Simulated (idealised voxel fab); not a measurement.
Documented hereafter: the process module known as voxel air gaps.
210 nm wide, 5 nm square cells: that's cross-section cut.
The cross-sections in this document take the form of a grid made of square cells. They are written out as bands, in order from top to bottom. Each band consists of one or more rows of cells. Quick guide to a band line: top height, bottom height (nm) up front; then every material left to right with its width in nm. Only one material and it's marked "all across"? Then it fills the band edge to edge. And "empty" just means empty space. Heads up on the height convention: 0 is the point under which the incoming wafer is all one material, and the lowest band has no bottom, it just keeps going down, like "0 nm and below". Read "30 to 40" as a graded width: first number on top, second number at the bottom, same change between each pair of neighbouring rows. For the purposes of this document, the phrase "everything unchanged" attached to a step denotes that no cell within the cross-section was modified by that step. In the "Enclosed void list" entry, you get each enclosed empty space of 8 cells or more, one with no open way to the top, written width x height at distance, distance from the left edge, in nm. Where a step's line continues beyond its settings, the continuation is a remark by the simulator itself on that step. The setting "overlay nm" may be written on the line of a step. When the step uses a mask, the value reports how far to the right of the planned place the mask lay, and a negative value reports that it lay to the left.
Planned step list for the process:
| 1 | RECEIVE | material Si |
| 2 | CONFORMAL_DEP | material SiO2 | thk nm 15 |
| 3 | CONFORMAL_DEP | material SiCN | thk nm 5 |
| 4 | DIRECTIONAL_DEP | material SiO2 | thk nm 30 |
| 5 | DIRECTIONAL_DEP | material aC | thk nm 10 |
| 6 | PATTERN | tone open | mask id LINES | material resist | width nm 20 | pitch nm 50 | thk nm 30 | overlay nm 0 |
| 7 | DIRECTIONAL_ETCH | etch materials aC | depth nm 10 |
| 8 | STRIP | etch materials resist |
| 9 | DIRECTIONAL_ETCH | etch materials SiO2 | depth nm 30 |
| 10 | STRIP | etch materials aC |
| 11 | CONFORMAL_DEP | material TiN | thk nm 5 |
| 12 | FILL_DEP | material W | thk nm 5 |
| 13 | CMP | height nm 50 |
| 14 | EPI | material Ru | thk nm 10 |
| 15 | SELECTIVE_ETCH | etch materials SiO2 | depth nm 40 |
| 16 | CONFORMAL_DEP | material SiCN | thk nm 5 |
Here's what the wafer looked like in cross-section when it arrived - that's after step 1:
- 0 nm and below = Si all across
- Enclosed void list: none
As-planned run: cross-section of the first of two wafers at end of module:
- 65 nm to 60 nm = 5 of empty / 200 of SiCN / 5 of empty
- 60 nm to 50 nm = 5 of empty / 5 of SiCN / 40 of Ru / 10 of SiCN / 40 of Ru / 10 of SiCN / 40 of Ru / 10 of SiCN / 40 of Ru / 5 of SiCN / 5 of empty
- 50 nm to 45 nm = 5 of empty / 15 of SiCN / 5 of TiN / 10 of W / 5 of TiN / 30 of SiCN / 5 of TiN / 10 of W / 5 of TiN / 30 of SiCN / 5 of TiN / 10 of W / 5 of TiN / 30 of SiCN / 5 of TiN / 10 of W / 5 of TiN / 15 of SiCN / 5 of empty
- 45 nm to 25 nm = 15 of empty / 5 of SiCN / 5 of TiN / 10 of W / 5 of TiN / 5 of SiCN / 20 of empty / 5 of SiCN / 5 of TiN / 10 of W / 5 of TiN / 5 of SiCN / 20 of empty / 5 of SiCN / 5 of TiN / 10 of W / 5 of TiN / 5 of SiCN / 20 of empty / 5 of SiCN / 5 of TiN / 10 of W / 5 of TiN / 5 of SiCN / 15 of empty
- 25 nm to 20 nm = 20 of SiCN / 20 of TiN / 30 of SiCN / 20 of TiN / 30 of SiCN / 20 of TiN / 30 of SiCN / 20 of TiN / 20 of SiCN
- 20 nm to 15 nm = SiCN all across
- 15 nm to 0 nm = SiO2 all across
- 0 nm and below = Si all across
- Enclosed void list: 20 x 20 at 45; 20 x 20 at 95; 20 x 20 at 145
End-of-module cross-section of the second wafer: identical starting point and process plan to the first, with one processing mistake:
- 65 nm to 60 nm = 5 of empty / 200 of SiCN / 5 of empty
- 60 nm to 50 nm = 5 of empty / 5 of SiCN / 40 of Ru / 10 of SiCN / 40 of Ru / 10 of SiCN / 40 of Ru / 10 of SiCN / 40 of Ru / 5 of SiCN / 5 of empty
- 50 nm to 25 nm = 5 of empty / 5 of SiCN / 10 of Ru / 5 of TiN / 10 of W / 5 of TiN / 10 of Ru / 10 of SiCN / 10 of Ru / 5 of TiN / 10 of W / 5 of TiN / 10 of Ru / 10 of SiCN / 10 of Ru / 5 of TiN / 10 of W / 5 of TiN / 10 of Ru / 10 of SiCN / 10 of Ru / 5 of TiN / 10 of W / 5 of TiN / 10 of Ru / 5 of SiCN / 5 of empty
- 25 nm to 20 nm = 10 of SiCN / 10 of Ru / 20 of TiN / 10 of Ru / 10 of SiCN / 10 of Ru / 20 of TiN / 10 of Ru / 10 of SiCN / 10 of Ru / 20 of TiN / 10 of Ru / 10 of SiCN / 10 of Ru / 20 of TiN / 10 of Ru / 10 of SiCN
- 20 nm to 15 nm = SiCN all across
- 15 nm to 0 nm = SiO2 all across
- 0 nm and below = Si all across
- Enclosed void list: none
In executing the process, a mistake was made relative to the plan: plan steps 14 and 15 run swapped
End check, counted in cells, second wafer has more or fewer of these materials than the first: +96 Ru | -32 SiCN
Heads up: the first wafer ends with 3 closed voids, the second with 0.
